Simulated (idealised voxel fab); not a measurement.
Process module under the name voxel capacitor over wiring
The cross-section on display is named cut; it measures 255 nm wide, and its cells are 5 nm squares.
In what follows, cross-sections appear as grids of square cells, described through bands that run from the top down, where every band is one or more rows of cells.
First you get the band's top height and its bottom height, in nm, and then the materials it's made of, left to right, with each width in nm. If you see a single material with "all across", that one covers the band edge to edge. "blank" is empty space.
Heights from 0 (as-received wafer is one material below). Bottom band endless downward, as "0 down".
The notation "30..40" denotes a width that varies across the rows of cells in the band, beginning at the first number in the top row, finishing at the second number in the bottom row, and changing by an identical amount from each row to the next.
Basically "remained the same" means that step didn't change any cell in the cross-section.
Entry "Non-vented voids" = empty spaces >= 8 cells with no open way to the top; each as width x height at distance, distance from left edge, all nm.
What comes after the settings on a step's line is commentary from the simulator itself on that step.
overlay nm: where the mask lay relative to plan, measured to the right, on steps with a mask; negatives go left.
Planned step list for the process
1) RECEIVE [material Si]
2) CONFORMAL_DEP [material SiO2] [thk nm 15]
3) CONFORMAL_DEP [material SiN] [thk nm 5]
4) DIRECTIONAL_DEP [material lowk] [thk nm 25]
5) DIRECTIONAL_DEP [material aC] [thk nm 10]
6) PATTERN [tone open] [mask id METAL_1] [material resist] [width nm 25] [pitch nm 95] [thk nm 25] [overlay nm 0]
7) DIRECTIONAL_ETCH [etch materials aC] [depth nm 10]
8) STRIP [etch materials resist]
9) DIRECTIONAL_ETCH [etch materials lowk] [depth nm 25]
10) DIRECTIONAL_ETCH [etch materials SiN] [depth nm 5]
11) STRIP [etch materials aC]
12) CONFORMAL_DEP [material TiN] [thk nm 5]
13) FILL_DEP [material Cu] [thk nm 10]
14) CMP [height nm 45]
15) CONFORMAL_DEP [material SiCN] [thk nm 5]
16) DIRECTIONAL_DEP [material SiO2] [thk nm 10]
17) PATTERN [tone open] [mask id PLUG_1] [material resist] [width nm 15] [thk nm 15] [overlay nm 0]
18) DIRECTIONAL_ETCH [etch materials SiO2] [depth nm 10]
19) DIRECTIONAL_ETCH [etch materials SiCN] [depth nm 5]
20) STRIP [etch materials resist]
21) CONFORMAL_DEP [material TiN] [thk nm 5]
22) FILL_DEP [material W] [thk nm 10]
23) CMP [height nm 60]
24) DIRECTIONAL_DEP [material TiN] [thk nm 10]
25) DIRECTIONAL_DEP [material SiN] [thk nm 5]
26) DIRECTIONAL_DEP [material TiN] [thk nm 10]
27) DIRECTIONAL_DEP [material aC] [thk nm 10]
28) PATTERN [tone cover] [mask id UPPER_PLATE] [material resist] [width nm 75] [thk nm 25] [overlay nm 0]
29) DIRECTIONAL_ETCH [etch materials aC] [depth nm 10]
30) STRIP [etch materials resist]
31) DIRECTIONAL_ETCH [etch materials TiN] [depth nm 10]
32) DIRECTIONAL_ETCH [etch materials SiN] [depth nm 5]
33) STRIP [etch materials aC]
34) DIRECTIONAL_DEP [material aC] [thk nm 15]
35) PATTERN [tone cover] [mask id LOWER_PLATE] [material resist] [width nm 85] [thk nm 30] [overlay nm 0]
36) DIRECTIONAL_ETCH [etch materials aC] [depth nm 15]
37) STRIP [etch materials resist]
38) DIRECTIONAL_ETCH [etch materials TiN] [depth nm 10]
39) STRIP [etch materials aC]
40) FILL_DEP [material SiO2] [thk nm 15]
41) CMP [height nm 95]
42) DIRECTIONAL_DEP [material aC] [thk nm 10]
43) PATTERN [tone open] [mask id PLUG_2] [material resist] [width nm 15] [thk nm 25] [overlay nm 0]
44) DIRECTIONAL_ETCH [etch materials aC] [depth nm 10]
45) STRIP [etch materials resist]
46) DIRECTIONAL_ETCH [etch materials SiO2] [depth nm 10]
47) STRIP [etch materials aC]
48) CONFORMAL_DEP [material TiN] [thk nm 5]
49) FILL_DEP [material Cu] [thk nm 5]
50) CMP [height nm 95]
51) CONFORMAL_DEP [material SiN] [thk nm 5]
What sets these wafers apart? The width nm at step 43. They all start alike, and the plan carries the first wafer's value.
As received, i.e. after step 1: cross-section through the first of several wafers
- 0 down | Si all across
- Non-vented voids: none
End of the module, past its last step, step 51: how the first of several wafers looks in cross-section
- 100 to 95 | SiN all across
- 95 to 90 | SiO2: 85; TiN: 5; Cu: 5; TiN: 5; SiO2: 155
- 90 to 85 | SiO2: 85; TiN: 15; SiO2: 155
- 85 to 75 | SiO2: 75; TiN: 75; SiO2: 105
- 75 to 70 | SiO2: 75; SiN: 75; SiO2: 105
- 70 to 60 | SiO2: 70; TiN: 85; SiO2: 100
- 60 to 50 | SiO2: 75; TiN: 5; W: 5; TiN: 5; SiO2: 165
- 50 to 45 | SiCN: 75; TiN: 15; SiCN: 165
- 45 to 20 | lowk: 65; TiN: 5; Cu: 15; TiN: 5; lowk: 70; TiN: 5; Cu: 15; TiN: 5; lowk: 70
- 20 to 15 | SiN: 65; TiN: 25; SiN: 70; TiN: 25; SiN: 70
- 15 to 0 | SiO2 all across
- 0 down | Si all across
- Non-vented voids: none
A cross-section through the last wafer at the close of the module
- 100 to 95 | SiN all across
- 95 to 90 | SiO2: 80; TiN: 5; Cu: 20; TiN: 5; SiO2: 145
- 90 to 85 | SiO2: 80; TiN: 30; SiO2: 145
- 85 to 75 | SiO2: 75; TiN: 75; SiO2: 105
- 75 to 70 | SiO2: 75; SiN: 75; SiO2: 105
- 70 to 60 | SiO2: 70; TiN: 85; SiO2: 100
- 60 to 50 | SiO2: 75; TiN: 5; W: 5; TiN: 5; SiO2: 165
- 50 to 45 | SiCN: 75; TiN: 15; SiCN: 165
- 45 to 20 | lowk: 65; TiN: 5; Cu: 15; TiN: 5; lowk: 70; TiN: 5; Cu: 15; TiN: 5; lowk: 70
- 20 to 15 | SiN: 65; TiN: 25; SiN: 70; TiN: 25; SiN: 70
- 15 to 0 | SiO2 all across
- 0 down | Si all across
- Non-vented voids: none
Take any row and you have a wafer at the end of the module: how many cells of each material it has gained (+) or lost (-) since it was received, and then its closed voids
width nm 15, +31 Cu, +48 SiCN, +107 SiN, +521 SiO2, +106 TiN, +2 W, +205 lowk, Non-vented voids: none
width nm 20, +32 Cu, +48 SiCN, +107 SiN, +519 SiO2, +107 TiN, +2 W, +205 lowk, Non-vented voids: none
width nm 25, +33 Cu, +48 SiCN, +107 SiN, +517 SiO2, +108 TiN, +2 W, +205 lowk, Non-vented voids: none
width nm 30, +34 Cu, +48 SiCN, +107 SiN, +515 SiO2, +109 TiN, +2 W, +205 lowk, Non-vented voids: none
